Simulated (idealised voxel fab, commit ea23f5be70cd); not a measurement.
process module | voxel self aligned contacts
cross-section cut | 290 nm wide | cells 5 nm
A cross-section is a grid of square cells, given in bands from the top down. A band is one or more rows of cells.
Each band's line starts with the height of the band's top and of its bottom, in nm. Then come its materials from left to right, each with its width in nm. One material with "throughout" fills the band from edge to edge. "air" is empty space.
Height 0 is the level under which the wafer as received is all one material. The lowest band goes on downwards, as in "0 down".
A width such as "30 to 40" changes by the same amount from each row of cells to the next, from the band's top row to its bottom row.
"no change" after a step means that no cell of the cross-section changed.
closed voids: empty space of 8 cells or more with no open way to the top, each as width x height at its distance from the left edge, in nm
after a step's settings: what the simulator itself notes on the step
overlay nm, on a step with a mask: how far to the right of its planned place the mask lay; to the left if negative
plan
1 op RECEIVE | material Si
2 op CONFORMAL_DEP | material SiO2 | thk nm 5
3 op DIRECTIONAL_DEP | material polySi | thk nm 25
4 op DIRECTIONAL_DEP | material SiN | thk nm 20
5 op DIRECTIONAL_DEP | material aC | thk nm 10
6 op PATTERN | tone cover | mask id GATE | material resist | width nm 35 | pitch nm 80 | thk nm 25 | overlay nm 0
7 op DIRECTIONAL_ETCH | etch materials aC | depth nm 10
8 op STRIP | etch materials resist
9 op DIRECTIONAL_ETCH | etch materials SiN | depth nm 20
10 op DIRECTIONAL_ETCH | etch materials polySi | depth nm 25
11 op STRIP | etch materials aC
12 op CONFORMAL_DEP | material SiN | thk nm 10
13 op DIRECTIONAL_ETCH | etch materials SiN | depth nm 10
14 op FILL_DEP | material SiO2 | thk nm 15
15 op CMP | height nm 55
16 op MASKED_ETCH | tone open | mask id CONTACT | width nm 65 | pitch nm 80 | etch materials SiO2 | depth nm 55 | overlay nm 0
17 op CONFORMAL_DEP | material TiN | thk nm 5
18 op FILL_DEP | material W | thk nm 5
19 op CMP | height nm 55
20 op CONFORMAL_DEP | material SiN | thk nm 5
as received, after step 1
  0 down: Si throughout
  closed voids: none
a wafer at the end: this start, this plan, one mistake
  60 to 55: SiN throughout
  55 to 50: SiO2 70 | TiN 65 | SiO2 15 | TiN 65 | SiO2 75
  50 to 30: SiN 55 | SiO2 15 | SiN 65 | SiO2 15 | SiN 65 | SiO2 15 | SiN 60
  30 to 5: polySi 45 | SiN 10 | SiO2 15 | SiN 10 | polySi 45 | SiN 10 | SiO2 15 | SiN 10 | polySi 45 | SiN 10 | SiO2 15 | SiN 10 | polySi 50
  5 to 0: SiO2 throughout
  0 down: Si throughout
  closed voids: none
what went wrong: step 6 ran as: op PATTERN | tone open | mask id GATE | material resist | width nm 35 | pitch nm 80 | thk nm 25 | overlay nm 0
